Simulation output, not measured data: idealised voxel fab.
Documented hereafter: the process module known as voxel transistor to metal.
We display cut, a cross-section 300 nm in width whose square cells are each 5 nm.
In what follows, cross-sections appear as grids of square cells, described through bands that run from the top down, where every band is one or more rows of cells.
Per band: top height and bottom height in nm, followed by the left-to-right materials and their widths in nm; "edge to edge" marks a single material spanning edge to edge, "blank" marks empty space.
Heights from 0 (as-received wafer is one material below). Bottom band endless downward, as "top 0, no bottom".
Per-row width for "30 to 40": begins at first number (top row of band), ends at second number (bottom row), increment between rows held constant.
Basically "all unchanged" means that step didn't change any cell in the cross-section.
Empty spaces counting at least 8 cells and having no open way to the top are listed in "Trapped void list". The notation width x height at distance is used for each, the distance being from the left edge and all three values in nm.
Note: text after step settings on the step line = simulator remark on that step.
overlay nm: where the mask lay relative to plan, measured to the right, on steps with a mask; negatives go left.
Note on reading: below, each pair holds a cross-section from before one process step and one from after it; the one from after shows only down to the lowest band that changed. Beneath the pair, the step in between is stated along with its settings. The pairs can stem from different runs of this module on the same starting wafer. Where a pair's entry headed "State before" says so, and only there, that pair continues from the pair above it.
## State before
> top 20, bottom 15: 65 nm blank  5 nm SiN  25 nm blank  5 nm SiN  100 nm blank  5 nm SiN  25 nm blank  5 nm SiN  65 nm blank
> top 15, bottom 5: 65 nm SiO2  5 nm SiN  25 nm blank  5 nm SiN  100 nm SiO2  5 nm SiN  25 nm blank  5 nm SiN  65 nm SiO2
> top 5, bottom -5: 50 nm SiO2  15 nm SiGe  5 nm SiN  25 nm blank  5 nm SiN  15 nm SiGe  70 nm SiO2  15 nm SiGe  5 nm SiN  25 nm blank  5 nm SiN  15 nm SiGe  50 nm SiO2
> top -5, bottom -10: 50 nm SiO2  15 nm SiGe  35 nm blank  15 nm SiGe  70 nm SiO2  15 nm SiGe  35 nm blank  15 nm SiGe  50 nm SiO2
> top -10, bottom -25: 35 nm SiO2  30 nm SiGe  35 nm Si  35 nm SiGe  35 nm SiO2  30 nm SiGe  35 nm Si  35 nm SiGe  30 nm SiO2
> top -25, bottom -35: 35 nm SiO2  100 nm Si  35 nm SiO2  100 nm Si  30 nm SiO2
> top -35, no bottom: Si edge to edge
> Trapped void list: none
## Cut View, Post-Step
> top 25, bottom 20: 60 nm blank  15 nm HfO2  15 nm blank  15 nm HfO2  90 nm blank  15 nm HfO2  15 nm blank  15 nm HfO2  60 nm blank
> top 20, bottom 15: 65 nm HfO2  5 nm SiN  5 nm HfO2  15 nm blank  5 nm HfO2  5 nm SiN  100 nm HfO2  5 nm SiN  5 nm HfO2  15 nm blank  5 nm HfO2  5 nm SiN  65 nm HfO2
> top 15, bottom 5: 65 nm SiO2  5 nm SiN  5 nm HfO2  15 nm blank  5 nm HfO2  5 nm SiN  100 nm SiO2  5 nm SiN  5 nm HfO2  15 nm blank  5 nm HfO2  5 nm SiN  65 nm SiO2
> top 5, bottom -5: 50 nm SiO2  15 nm SiGe  5 nm SiN  5 nm HfO2  15 nm blank  5 nm HfO2  5 nm SiN  15 nm SiGe  70 nm SiO2  15 nm SiGe  5 nm SiN  5 nm HfO2  15 nm blank  5 nm HfO2  5 nm SiN  15 nm SiGe  50 nm SiO2
> top -5, bottom -10: 50 nm SiO2  15 nm SiGe  35 nm HfO2  15 nm SiGe  70 nm SiO2  15 nm SiGe  35 nm HfO2  15 nm SiGe  50 nm SiO2
> Beneath the level -10, the cross-section is identical to its previous state.
> Trapped void list: none
It is this step that lies between the two cross-sections above: CONFORMAL_DEP,material HfO2,thk nm 5
State before: identical to the post-step cross-section of the immediately preceding pair.
## Cut View, Post-Step
> top 30, bottom 25: 55 nm blank  25 nm TiN  5 nm blank  25 nm TiN  80 nm blank  25 nm TiN  5 nm blank  25 nm TiN  55 nm blank
> top 25, bottom 20: 60 nm TiN  15 nm HfO2  5 nm TiN  5 nm blank  5 nm TiN  15 nm HfO2  90 nm TiN  15 nm HfO2  5 nm TiN  5 nm blank  5 nm TiN  15 nm HfO2  60 nm TiN
> top 20, bottom 15: 65 nm HfO2  5 nm SiN  5 nm HfO2  5 nm TiN  5 nm blank  5 nm TiN  5 nm HfO2  5 nm SiN  100 nm HfO2  5 nm SiN  5 nm HfO2  5 nm TiN  5 nm blank  5 nm TiN  5 nm HfO2  5 nm SiN  65 nm HfO2
> top 15, bottom 5: 65 nm SiO2  5 nm SiN  5 nm HfO2  5 nm TiN  5 nm blank  5 nm TiN  5 nm HfO2  5 nm SiN  100 nm SiO2  5 nm SiN  5 nm HfO2  5 nm TiN  5 nm blank  5 nm TiN  5 nm HfO2  5 nm SiN  65 nm SiO2
> top 5, bottom 0: 50 nm SiO2  15 nm SiGe  5 nm SiN  5 nm HfO2  5 nm TiN  5 nm blank  5 nm TiN  5 nm HfO2  5 nm SiN  15 nm SiGe  70 nm SiO2  15 nm SiGe  5 nm SiN  5 nm HfO2  5 nm TiN  5 nm blank  5 nm TiN  5 nm HfO2  5 nm SiN  15 nm SiGe  50 nm SiO2
> top 0, bottom -5: 50 nm SiO2  15 nm SiGe  5 nm SiN  5 nm HfO2  15 nm TiN  5 nm HfO2  5 nm SiN  15 nm SiGe  70 nm SiO2  15 nm SiGe  5 nm SiN  5 nm HfO2  15 nm TiN  5 nm HfO2  5 nm SiN  15 nm SiGe  50 nm SiO2
> Beneath the level -5, the cross-section is identical to its previous state.
> Trapped void list: none
It is this step that lies between the two cross-sections above: CONFORMAL_DEP,material TiN,thk nm 5
State before: identical to the post-step cross-section of the immediately preceding pair.
## Cut View, Post-Step
> top 35, bottom 30: W edge to edge
> top 30, bottom 25: 55 nm W  25 nm TiN  5 nm W  25 nm TiN  80 nm W  25 nm TiN  5 nm W  25 nm TiN  55 nm W
> top 25, bottom 20: 60 nm TiN  15 nm HfO2  5 nm TiN  5 nm W  5 nm TiN  15 nm HfO2  90 nm TiN  15 nm HfO2  5 nm TiN  5 nm W  5 nm TiN  15 nm HfO2  60 nm TiN
> top 20, bottom 15: 65 nm HfO2  5 nm SiN  5 nm HfO2  5 nm TiN  5 nm W  5 nm TiN  5 nm HfO2  5 nm SiN  100 nm HfO2  5 nm SiN  5 nm HfO2  5 nm TiN  5 nm W  5 nm TiN  5 nm HfO2  5 nm SiN  65 nm HfO2
> top 15, bottom 5: 65 nm SiO2  5 nm SiN  5 nm HfO2  5 nm TiN  5 nm W  5 nm TiN  5 nm HfO2  5 nm SiN  100 nm SiO2  5 nm SiN  5 nm HfO2  5 nm TiN  5 nm W  5 nm TiN  5 nm HfO2  5 nm SiN  65 nm SiO2
> top 5, bottom 0: 50 nm SiO2  15 nm SiGe  5 nm SiN  5 nm HfO2  5 nm TiN  5 nm W  5 nm TiN  5 nm HfO2  5 nm SiN  15 nm SiGe  70 nm SiO2  15 nm SiGe  5 nm SiN  5 nm HfO2  5 nm TiN  5 nm W  5 nm TiN  5 nm HfO2  5 nm SiN  15 nm SiGe  50 nm SiO2
> Beneath the level 0, the cross-section is identical to its previous state.
> Trapped void list: none
It is this step that lies between the two cross-sections above: FILL_DEP,material W,thk nm 5
State before: identical to the post-step cross-section of the immediately preceding pair.
## Cut View, Post-Step
> top 15, bottom 5: 65 nm SiO2  5 nm SiN  5 nm HfO2  5 nm TiN  5 nm W  5 nm TiN  5 nm HfO2  5 nm SiN  100 nm SiO2  5 nm SiN  5 nm HfO2  5 nm TiN  5 nm W  5 nm TiN  5 nm HfO2  5 nm SiN  65 nm SiO2
> Beneath the level 5, the cross-section is identical to its previous state.
> Trapped void list: none
It is this step that lies between the two cross-sections above: CMP,height nm 15
State before: identical to the post-step cross-section of the immediately preceding pair.
## Cut View, Post-Step
> top 25, bottom 15: SiO2 edge to edge
> Beneath the level 15, the cross-section is identical to its previous state.
> Trapped void list: none
It is this step that lies between the two cross-sections above: DIRECTIONAL_DEP,material SiO2,thk nm 10
State before: identical to the post-step cross-section of the immediately preceding pair.
## Cut View, Post-Step
> top 35, bottom 25: aC edge to edge
> Beneath the level 25, the cross-section is identical to its previous state.
> Trapped void list: none
It is this step that lies between the two cross-sections above: DIRECTIONAL_DEP,material aC,thk nm 10
State before: identical to the post-step cross-section of the immediately preceding pair.
## Cut View, Post-Step
> top 60, bottom 35: 35 nm resist  15 nm blank  65 nm resist  15 nm blank  40 nm resist  15 nm blank  65 nm resist  15 nm blank  35 nm resist
> Beneath the level 35, the cross-section is identical to its previous state.
> Trapped void list: none
It is this step that lies between the two cross-sections above: PATTERN,tone open,mask id CONTACT,material resist,width nm 15,thk nm 25,overlay nm 0
State before: identical to the post-step cross-section of the immediately preceding pair.
## Cut View, Post-Step
> top 50, bottom 35: 35 nm resist  15 nm blank  65 nm resist  15 nm blank  40 nm resist  15 nm blank  65 nm resist  15 nm blank  35 nm resist
> top 35, bottom 25: 35 nm aC  15 nm blank  65 nm aC  15 nm blank  40 nm aC  15 nm blank  65 nm aC  15 nm blank  35 nm aC
> Beneath the level 25, the cross-section is identical to its previous state.
> Trapped void list: none
It is this step that lies between the two cross-sections above: DIRECTIONAL_ETCH,etch materials aC,depth nm 10
State before: identical to the post-step cross-section of the immediately preceding pair.
## Cut View, Post-Step
> top 35, bottom 25: 35 nm aC  15 nm blank  65 nm aC  15 nm blank  40 nm aC  15 nm blank  65 nm aC  15 nm blank  35 nm aC
> Beneath the level 25, the cross-section is identical to its previous state.
> Trapped void list: none
It is this step that lies between the two cross-sections above: STRIP,etch materials resist
State before: identical to the post-step cross-section of the immediately preceding pair.
## Cut View, Post-Step
> top 35, bottom 25: 35 nm aC  15 nm blank  65 nm aC  15 nm blank  40 nm aC  15 nm blank  65 nm aC  15 nm blank  35 nm aC
> top 25, bottom 15: 35 nm SiO2  15 nm blank  65 nm SiO2  15 nm blank  40 nm SiO2  15 nm blank  65 nm SiO2  15 nm blank  35 nm SiO2
> top 15, bottom 5: 35 nm SiO2  15 nm blank  15 nm SiO2  5 nm SiN  5 nm HfO2  5 nm TiN  5 nm W  5 nm TiN  5 nm HfO2  5 nm SiN  15 nm SiO2  15 nm blank  40 nm SiO2  15 nm blank  15 nm SiO2  5 nm SiN  5 nm HfO2  5 nm TiN  5 nm W  5 nm TiN  5 nm HfO2  5 nm SiN  15 nm SiO2  15 nm blank  35 nm SiO2
> top 5, bottom 0: 35 nm SiO2  15 nm blank  15 nm SiGe  5 nm SiN  5 nm HfO2  5 nm TiN  5 nm W  5 nm TiN  5 nm HfO2  5 nm SiN  15 nm SiGe  15 nm blank  40 nm SiO2  15 nm blank  15 nm SiGe  5 nm SiN  5 nm HfO2  5 nm TiN  5 nm W  5 nm TiN  5 nm HfO2  5 nm SiN  15 nm SiGe  15 nm blank  35 nm SiO2
> top 0, bottom -5: 35 nm SiO2  15 nm blank  15 nm SiGe  5 nm SiN  5 nm HfO2  15 nm TiN  5 nm HfO2  5 nm SiN  15 nm SiGe  15 nm blank  40 nm SiO2  15 nm blank  15 nm SiGe  5 nm SiN  5 nm HfO2  15 nm TiN  5 nm HfO2  5 nm SiN  15 nm SiGe  15 nm blank  35 nm SiO2
> top -5, bottom -10: 35 nm SiO2  15 nm blank  15 nm SiGe  35 nm HfO2  15 nm SiGe  15 nm blank  40 nm SiO2  15 nm blank  15 nm SiGe  35 nm HfO2  15 nm SiGe  15 nm blank  35 nm SiO2
> Beneath the level -10, the cross-section is identical to its previous state.
> Trapped void list: none
It is this step that lies between the two cross-sections above: DIRECTIONAL_ETCH,etch materials SiO2,depth nm 35
State before: identical to the post-step cross-section of the immediately preceding pair.
## Cut View, Post-Step
> top 25, bottom 15: 35 nm SiO2  15 nm blank  65 nm SiO2  15 nm blank  40 nm SiO2  15 nm blank  65 nm SiO2  15 nm blank  35 nm SiO2
> Beneath the level 15, the cross-section is identical to its previous state.
> Trapped void list: none
It is this step that lies between the two cross-sections above: STRIP,etch materials aC
State before: identical to the post-step cross-section of the immediately preceding pair.
## Cut View, Post-Step
> top 30, bottom 25: 40 nm TiN  5 nm blank  75 nm TiN  5 nm blank  50 nm TiN  5 nm blank  75 nm TiN  5 nm blank  40 nm TiN
> top 25, bottom 15: 35 nm SiO2  5 nm TiN  5 nm blank  5 nm TiN  65 nm SiO2  5 nm TiN  5 nm blank  5 nm TiN  40 nm SiO2  5 nm TiN  5 nm blank  5 nm TiN  65 nm SiO2  5 nm TiN  5 nm blank  5 nm TiN  35 nm SiO2
> top 15, bottom 5: 35 nm SiO2  5 nm TiN  5 nm blank  5 nm TiN  15 nm SiO2  5 nm SiN  5 nm HfO2  5 nm TiN  5 nm W  5 nm TiN  5 nm HfO2  5 nm SiN  15 nm SiO2  5 nm TiN  5 nm blank  5 nm TiN  40 nm SiO2  5 nm TiN  5 nm blank  5 nm TiN  15 nm SiO2  5 nm SiN  5 nm HfO2  5 nm TiN  5 nm W  5 nm TiN  5 nm HfO2  5 nm SiN  15 nm SiO2  5 nm TiN  5 nm blank  5 nm TiN  35 nm SiO2
> top 5, bottom 0: 35 nm SiO2  5 nm TiN  5 nm blank  5 nm TiN  15 nm SiGe  5 nm SiN  5 nm HfO2  5 nm TiN  5 nm W  5 nm TiN  5 nm HfO2  5 nm SiN  15 nm SiGe  5 nm TiN  5 nm blank  5 nm TiN  40 nm SiO2  5 nm TiN  5 nm blank  5 nm TiN  15 nm SiGe  5 nm SiN  5 nm HfO2  5 nm TiN  5 nm W  5 nm TiN  5 nm HfO2  5 nm SiN  15 nm SiGe  5 nm TiN  5 nm blank  5 nm TiN  35 nm SiO2
> top 0, bottom -5: 35 nm SiO2  5 nm TiN  5 nm blank  5 nm TiN  15 nm SiGe  5 nm SiN  5 nm HfO2  15 nm TiN  5 nm HfO2  5 nm SiN  15 nm SiGe  5 nm TiN  5 nm blank  5 nm TiN  40 nm SiO2  5 nm TiN  5 nm blank  5 nm TiN  15 nm SiGe  5 nm SiN  5 nm HfO2  15 nm TiN  5 nm HfO2  5 nm SiN  15 nm SiGe  5 nm TiN  5 nm blank  5 nm TiN  35 nm SiO2
> top -5, bottom -10: 35 nm SiO2  15 nm TiN  15 nm SiGe  35 nm HfO2  15 nm SiGe  15 nm TiN  40 nm SiO2  15 nm TiN  15 nm SiGe  35 nm HfO2  15 nm SiGe  15 nm TiN  35 nm SiO2
> Beneath the level -10, the cross-section is identical to its previous state.
> Trapped void list: none
It is this step that lies between the two cross-sections above: CONFORMAL_DEP,material TiN,thk nm 5
State before: identical to the post-step cross-section of the immediately preceding pair.
## Cut View, Post-Step
> top 40, bottom 30: W edge to edge
> top 30, bottom 25: 40 nm TiN  5 nm W  75 nm TiN  5 nm W  50 nm TiN  5 nm W  75 nm TiN  5 nm W  40 nm TiN
> top 25, bottom 15: 35 nm SiO2  5 nm TiN  5 nm W  5 nm TiN  65 nm SiO2  5 nm TiN  5 nm W  5 nm TiN  40 nm SiO2  5 nm TiN  5 nm W  5 nm TiN  65 nm SiO2  5 nm TiN  5 nm W  5 nm TiN  35 nm SiO2
> top 15, bottom 5: 35 nm SiO2  5 nm TiN  5 nm W  5 nm TiN  15 nm SiO2  5 nm SiN  5 nm HfO2  5 nm TiN  5 nm W  5 nm TiN  5 nm HfO2  5 nm SiN  15 nm SiO2  5 nm TiN  5 nm W  5 nm TiN  40 nm SiO2  5 nm TiN  5 nm W  5 nm TiN  15 nm SiO2  5 nm SiN  5 nm HfO2  5 nm TiN  5 nm W  5 nm TiN  5 nm HfO2  5 nm SiN  15 nm SiO2  5 nm TiN  5 nm W  5 nm TiN  35 nm SiO2
> top 5, bottom 0: 35 nm SiO2  5 nm TiN  5 nm W  5 nm TiN  15 nm SiGe  5 nm SiN  5 nm HfO2  5 nm TiN  5 nm W  5 nm TiN  5 nm HfO2  5 nm SiN  15 nm SiGe  5 nm TiN  5 nm W  5 nm TiN  40 nm SiO2  5 nm TiN  5 nm W  5 nm TiN  15 nm SiGe  5 nm SiN  5 nm HfO2  5 nm TiN  5 nm W  5 nm TiN  5 nm HfO2  5 nm SiN  15 nm SiGe  5 nm TiN  5 nm W  5 nm TiN  35 nm SiO2
> top 0, bottom -5: 35 nm SiO2  5 nm TiN  5 nm W  5 nm TiN  15 nm SiGe  5 nm SiN  5 nm HfO2  15 nm TiN  5 nm HfO2  5 nm SiN  15 nm SiGe  5 nm TiN  5 nm W  5 nm TiN  40 nm SiO2  5 nm TiN  5 nm W  5 nm TiN  15 nm SiGe  5 nm SiN  5 nm HfO2  15 nm TiN  5 nm HfO2  5 nm SiN  15 nm SiGe  5 nm TiN  5 nm W  5 nm TiN  35 nm SiO2
> Beneath the level -5, the cross-section is identical to its previous state.
> Trapped void list: none
It is this step that lies between the two cross-sections above: FILL_DEP,material W,thk nm 10
State before: identical to the post-step cross-section of the immediately preceding pair.
## Cut View, Post-Step
> top 25, bottom 15: 35 nm SiO2  5 nm TiN  5 nm W  5 nm TiN  65 nm SiO2  5 nm TiN  5 nm W  5 nm TiN  40 nm SiO2  5 nm TiN  5 nm W  5 nm TiN  65 nm SiO2  5 nm TiN  5 nm W  5 nm TiN  35 nm SiO2
> Beneath the level 15, the cross-section is identical to its previous state.
> Trapped void list: none
It is this step that lies between the two cross-sections above: CMP,height nm 25
State before: identical to the post-step cross-section of the immediately preceding pair.
## Cut View, Post-Step
> top 30, bottom 25: SiN edge to edge
> Beneath the level 25, the cross-section is identical to its previous state.
> Trapped void list: none
It is this step that lies between the two cross-sections above: CONFORMAL_DEP,material SiN,thk nm 5
State before: identical to the post-step cross-section of the immediately preceding pair.
## Cut View, Post-Step
> top 50, bottom 30: lowk edge to edge
> Beneath the level 30, the cross-section is identical to its previous state.
> Trapped void list: none
It is this step that lies between the two cross-sections above: DIRECTIONAL_DEP,material lowk,thk nm 20
State before: identical to the post-step cross-section of the immediately preceding pair.
## Cut View, Post-Step
> top 50, bottom 30: 35 nm lowk  15 nm blank  65 nm lowk  15 nm blank  40 nm lowk  15 nm blank  65 nm lowk  15 nm blank  35 nm lowk
> Beneath the level 30, the cross-section is identical to its previous state.
> Trapped void list: none
It is this step that lies between the two cross-sections above: MASKED_ETCH,tone open,mask id METAL_1,width nm 15,etch materials lowk,depth nm 20,overlay nm 0
State before: identical to the post-step cross-section of the immediately preceding pair.
## Cut View, Post-Step
> top 50, bottom 30: 35 nm lowk  15 nm blank  65 nm lowk  15 nm blank  40 nm lowk  15 nm blank  65 nm lowk  15 nm blank  35 nm lowk
> top 30, bottom 25: 35 nm SiN  15 nm blank  65 nm SiN  15 nm blank  40 nm SiN  15 nm blank  65 nm SiN  15 nm blank  35 nm SiN
> Beneath the level 25, the cross-section is identical to its previous state.
> Trapped void list: none
It is this step that lies between the two cross-sections above: MASKED_ETCH,tone open,mask id METAL_1,width nm 15,etch materials SiN,depth nm 5,overlay nm 0
State before: identical to the post-step cross-section of the immediately preceding pair.
## Cut View, Post-Step
> top 55, bottom 50: 40 nm TiN  5 nm blank  75 nm TiN  5 nm blank  50 nm TiN  5 nm blank  75 nm TiN  5 nm blank  40 nm TiN
> top 50, bottom 30: 35 nm lowk  5 nm TiN  5 nm blank  5 nm TiN  65 nm lowk  5 nm TiN  5 nm blank  5 nm TiN  40 nm lowk  5 nm TiN  5 nm blank  5 nm TiN  65 nm lowk  5 nm TiN  5 nm blank  5 nm TiN  35 nm lowk
> top 30, bottom 25: 35 nm SiN  15 nm TiN  65 nm SiN  15 nm TiN  40 nm SiN  15 nm TiN  65 nm SiN  15 nm TiN  35 nm SiN
> Beneath the level 25, the cross-section is identical to its previous state.
> Trapped void list: none
It is this step that lies between the two cross-sections above: CONFORMAL_DEP,material TiN,thk nm 5
State before: identical to the post-step cross-section of the immediately preceding pair.
## Cut View, Post-Step
> top 60, bottom 55: W edge to edge
> top 55, bottom 50: 40 nm TiN  5 nm W  75 nm TiN  5 nm W  50 nm TiN  5 nm W  75 nm TiN  5 nm W  40 nm TiN
> top 50, bottom 30: 35 nm lowk  5 nm TiN  5 nm W  5 nm TiN  65 nm lowk  5 nm TiN  5 nm W  5 nm TiN  40 nm lowk  5 nm TiN  5 nm W  5 nm TiN  65 nm lowk  5 nm TiN  5 nm W  5 nm TiN  35 nm lowk
> Beneath the level 30, the cross-section is identical to its previous state.
> Trapped void list: none
It is this step that lies between the two cross-sections above: FILL_DEP,material W,thk nm 5
State before: identical to the post-step cross-section of the immediately preceding pair.
## Cut View, Post-Step
> top 50, bottom 30: 35 nm lowk  5 nm TiN  5 nm W  5 nm TiN  65 nm lowk  5 nm TiN  5 nm W  5 nm TiN  40 nm lowk  5 nm TiN  5 nm W  5 nm TiN  65 nm lowk  5 nm TiN  5 nm W  5 nm TiN  35 nm lowk
> Beneath the level 30, the cross-section is identical to its previous state.
> Trapped void list: none
It is this step that lies between the two cross-sections above: CMP,height nm 50
State before: identical to the post-step cross-section of the immediately preceding pair.
## Cut View, Post-Step
> top 55, bottom 50: SiCN edge to edge
> Beneath the level 50, the cross-section is identical to its previous state.
> Trapped void list: none
It is this step that lies between the two cross-sections above: CONFORMAL_DEP,material SiCN,thk nm 5
State before: identical to the post-step cross-section of the immediately preceding pair.
## Cut View, Post-Step
> top 85, bottom 55: lowk edge to edge
> Beneath the level 55, the cross-section is identical to its previous state.
> Trapped void list: none
It is this step that lies between the two cross-sections above: DIRECTIONAL_DEP,material lowk,thk nm 30
State before: identical to the post-step cross-section of the immediately preceding pair.
## Cut View, Post-Step
> top 105, bottom 85: 35 nm resist  15 nm blank  120 nm resist  15 nm blank  115 nm resist
> Beneath the level 85, the cross-section is identical to its previous state.
> Trapped void list: none
It is this step that lies between the two cross-sections above: PATTERN,tone open,mask id METAL_2,material resist,width nm 15,pitch nm 135,thk nm 20,overlay nm 0
State before: identical to the post-step cross-section of the immediately preceding pair.
## Cut View, Post-Step
> top 105, bottom 85: 35 nm resist  15 nm blank  120 nm resist  15 nm blank  115 nm resist
> top 85, bottom 65: 35 nm lowk  15 nm blank  120 nm lowk  15 nm blank  115 nm lowk
> Beneath the level 65, the cross-section is identical to its previous state.
> Trapped void list: none
It is this step that lies between the two cross-sections above: DIRECTIONAL_ETCH,etch materials lowk,depth nm 20
State before: identical to the post-step cross-section of the immediately preceding pair.
## Cut View, Post-Step
> top 85, bottom 65: 35 nm lowk  15 nm blank  120 nm lowk  15 nm blank  115 nm lowk
> Beneath the level 65, the cross-section is identical to its previous state.
> Trapped void list: none
It is this step that lies between the two cross-sections above: STRIP,etch materials resist
State before: identical to the post-step cross-section of the immediately preceding pair.
## Cut View, Post-Step
> top 105, bottom 85: 35 nm resist  15 nm blank  120 nm resist  15 nm blank  115 nm resist
> Beneath the level 85, the cross-section is identical to its previous state.
> Trapped void list: none
It is this step that lies between the two cross-sections above: PATTERN,tone open,mask id METAL_2_HOLES,material resist,width nm 15,pitch nm 135,thk nm 20,overlay nm 0
State before: identical to the post-step cross-section of the immediately preceding pair.
## Cut View, Post-Step
> top 105, bottom 85: 35 nm resist  15 nm blank  120 nm resist  15 nm blank  115 nm resist
> top 85, bottom 55: 35 nm lowk  15 nm blank  120 nm lowk  15 nm blank  115 nm lowk
> Beneath the level 55, the cross-section is identical to its previous state.
> Trapped void list: none
It is this step that lies between the two cross-sections above: DIRECTIONAL_ETCH,etch materials lowk,depth nm 10
State before: identical to the post-step cross-section of the immediately preceding pair.
## Cut View, Post-Step
> top 105, bottom 85: 35 nm resist  15 nm blank  120 nm resist  15 nm blank  115 nm resist
> top 85, bottom 55: 35 nm lowk  15 nm blank  120 nm lowk  15 nm blank  115 nm lowk
> top 55, bottom 50: 35 nm SiCN  15 nm blank  120 nm SiCN  15 nm blank  115 nm SiCN
> Beneath the level 50, the cross-section is identical to its previous state.
> Trapped void list: none
It is this step that lies between the two cross-sections above: DIRECTIONAL_ETCH,etch materials SiCN,depth nm 5
State before: identical to the post-step cross-section of the immediately preceding pair.
## Cut View, Post-Step
> top 85, bottom 55: 35 nm lowk  15 nm blank  120 nm lowk  15 nm blank  115 nm lowk
> Beneath the level 55, the cross-section is identical to its previous state.
> Trapped void list: none
It is this step that lies between the two cross-sections above: STRIP,etch materials resist
State before: identical to the post-step cross-section of the immediately preceding pair.
## Cut View, Post-Step
> top 90, bottom 85: 40 nm TiN  5 nm blank  130 nm TiN  5 nm blank  120 nm TiN
> top 85, bottom 55: 35 nm lowk  5 nm TiN  5 nm blank  5 nm TiN  120 nm lowk  5 nm TiN  5 nm blank  5 nm TiN  115 nm lowk
> top 55, bottom 50: 35 nm SiCN  15 nm TiN  120 nm SiCN  15 nm TiN  115 nm SiCN
> Beneath the level 50, the cross-section is identical to its previous state.
> Trapped void list: none
It is this step that lies between the two cross-sections above: CONFORMAL_DEP,material TiN,thk nm 5
State before: identical to the post-step cross-section of the immediately preceding pair.
## Cut View, Post-Step
> top 95, bottom 90: Ru edge to edge
> top 90, bottom 85: 40 nm TiN  5 nm Ru  130 nm TiN  5 nm Ru  120 nm TiN
> top 85, bottom 55: 35 nm lowk  5 nm TiN  5 nm Ru  5 nm TiN  120 nm lowk  5 nm TiN  5 nm Ru  5 nm TiN  115 nm lowk
> Beneath the level 55, the cross-section is identical to its previous state.
> Trapped void list: none
It is this step that lies between the two cross-sections above: FILL_DEP,material Ru,thk nm 5
State before: identical to the post-step cross-section of the immediately preceding pair.
## Cut View, Post-Step
> top 85, bottom 55: 35 nm lowk  5 nm TiN  5 nm Ru  5 nm TiN  120 nm lowk  5 nm TiN  5 nm Ru  5 nm TiN  115 nm lowk
> Beneath the level 55, the cross-section is identical to its previous state.
> Trapped void list: none
It is this step that lies between the two cross-sections above: CMP,height nm 85
State before: identical to the post-step cross-section of the immediately preceding pair.
## Cut View, Post-Step
> top 90, bottom 85: SiCN edge to edge
> Beneath the level 85, the cross-section is identical to its previous state.
> Trapped void list: none
It is this step that lies between the two cross-sections above: CONFORMAL_DEP,material SiCN,thk nm 5
## State before
> top 50, bottom 30: lowk edge to edge
> top 30, bottom 25: SiN edge to edge
> top 25, bottom 15: 35 nm SiO2  5 nm TiN  5 nm W  5 nm TiN  65 nm SiO2  5 nm TiN  5 nm W  5 nm TiN  40 nm SiO2  5 nm TiN  5 nm W  5 nm TiN  65 nm SiO2  5 nm TiN  5 nm W  5 nm TiN  35 nm SiO2
> top 15, bottom 5: 35 nm SiO2  5 nm TiN  5 nm W  5 nm TiN  15 nm SiO2  5 nm SiN  5 nm HfO2  5 nm TiN  5 nm W  5 nm TiN  5 nm HfO2  5 nm SiN  15 nm SiO2  5 nm TiN  5 nm W  5 nm TiN  40 nm SiO2  5 nm TiN  5 nm W  5 nm TiN  15 nm SiO2  5 nm SiN  5 nm HfO2  5 nm TiN  5 nm W  5 nm TiN  5 nm HfO2  5 nm SiN  15 nm SiO2  5 nm TiN  5 nm W  5 nm TiN  35 nm SiO2
> top 5, bottom 0: 35 nm SiO2  5 nm TiN  5 nm W  5 nm TiN  15 nm SiGe  5 nm SiN  5 nm HfO2  5 nm TiN  5 nm W  5 nm TiN  5 nm HfO2  5 nm SiN  15 nm SiGe  5 nm TiN  5 nm W  5 nm TiN  40 nm SiO2  5 nm TiN  5 nm W  5 nm TiN  15 nm SiGe  5 nm SiN  5 nm HfO2  5 nm TiN  5 nm W  5 nm TiN  5 nm HfO2  5 nm SiN  15 nm SiGe  5 nm TiN  5 nm W  5 nm TiN  35 nm SiO2
> top 0, bottom -5: 35 nm SiO2  5 nm TiN  5 nm W  5 nm TiN  15 nm SiGe  5 nm SiN  5 nm HfO2  15 nm TiN  5 nm HfO2  5 nm SiN  15 nm SiGe  5 nm TiN  5 nm W  5 nm TiN  40 nm SiO2  5 nm TiN  5 nm W  5 nm TiN  15 nm SiGe  5 nm SiN  5 nm HfO2  15 nm TiN  5 nm HfO2  5 nm SiN  15 nm SiGe  5 nm TiN  5 nm W  5 nm TiN  35 nm SiO2
> top -5, bottom -10: 35 nm SiO2  15 nm TiN  15 nm SiGe  35 nm HfO2  15 nm SiGe  15 nm TiN  40 nm SiO2  15 nm TiN  15 nm SiGe  35 nm HfO2  15 nm SiGe  15 nm TiN  35 nm SiO2
> top -10, bottom -25: 30 nm SiO2  35 nm SiGe  35 nm Si  35 nm SiGe  30 nm SiO2  35 nm SiGe  35 nm Si  35 nm SiGe  30 nm SiO2
> top -25, bottom -35: 30 nm SiO2  105 nm Si  30 nm SiO2  105 nm Si  30 nm SiO2
> top -35, no bottom: Si edge to edge
> Trapped void list: none
## Cut View, Post-Step
> top 50, bottom 30: 45 nm lowk  15 nm blank  65 nm lowk  15 nm blank  40 nm lowk  15 nm blank  65 nm lowk  15 nm blank  25 nm lowk
> Beneath the level 30, the cross-section is identical to its previous state.
> Trapped void list: none
It is this step that lies between the two cross-sections above: MASKED_ETCH,tone open,mask id METAL_1,width nm 15,etch materials lowk,depth nm 20,overlay nm 10
State before: identical to the post-step cross-section of the immediately preceding pair.
## Cut View, Post-Step
> top 50, bottom 30: 45 nm lowk  15 nm blank  65 nm lowk  15 nm blank  40 nm lowk  15 nm blank  65 nm lowk  15 nm blank  25 nm lowk
> top 30, bottom 25: 45 nm SiN  5 nm blank  75 nm SiN  5 nm blank  50 nm SiN  5 nm blank  75 nm SiN  5 nm blank  35 nm SiN
> Beneath the level 25, the cross-section is identical to its previous state.
> Trapped void list: none
It is this step that lies between the two cross-sections above: MASKED_ETCH,tone open,mask id METAL_1,width nm 15,etch materials SiN,depth nm 5,overlay nm 0
State before: identical to the post-step cross-section of the immediately preceding pair.
## Cut View, Post-Step
> top 55, bottom 50: 50 nm TiN  5 nm blank  75 nm TiN  5 nm blank  50 nm TiN  5 nm blank  75 nm TiN  5 nm blank  30 nm TiN
> top 50, bottom 35: 45 nm lowk  5 nm TiN  5 nm blank  5 nm TiN  65 nm lowk  5 nm TiN  5 nm blank  5 nm TiN  40 nm lowk  5 nm TiN  5 nm blank  5 nm TiN  65 nm lowk  5 nm TiN  5 nm blank  5 nm TiN  25 nm lowk
> top 35, bottom 30: 45 nm lowk  15 nm TiN  65 nm lowk  15 nm TiN  40 nm lowk  15 nm TiN  65 nm lowk  15 nm TiN  25 nm lowk
> top 30, bottom 25: 45 nm SiN  5 nm TiN  75 nm SiN  5 nm TiN  50 nm SiN  5 nm TiN  75 nm SiN  5 nm TiN  35 nm SiN
> Beneath the level 25, the cross-section is identical to its previous state.
> Trapped void list: none
It is this step that lies between the two cross-sections above: CONFORMAL_DEP,material TiN,thk nm 5
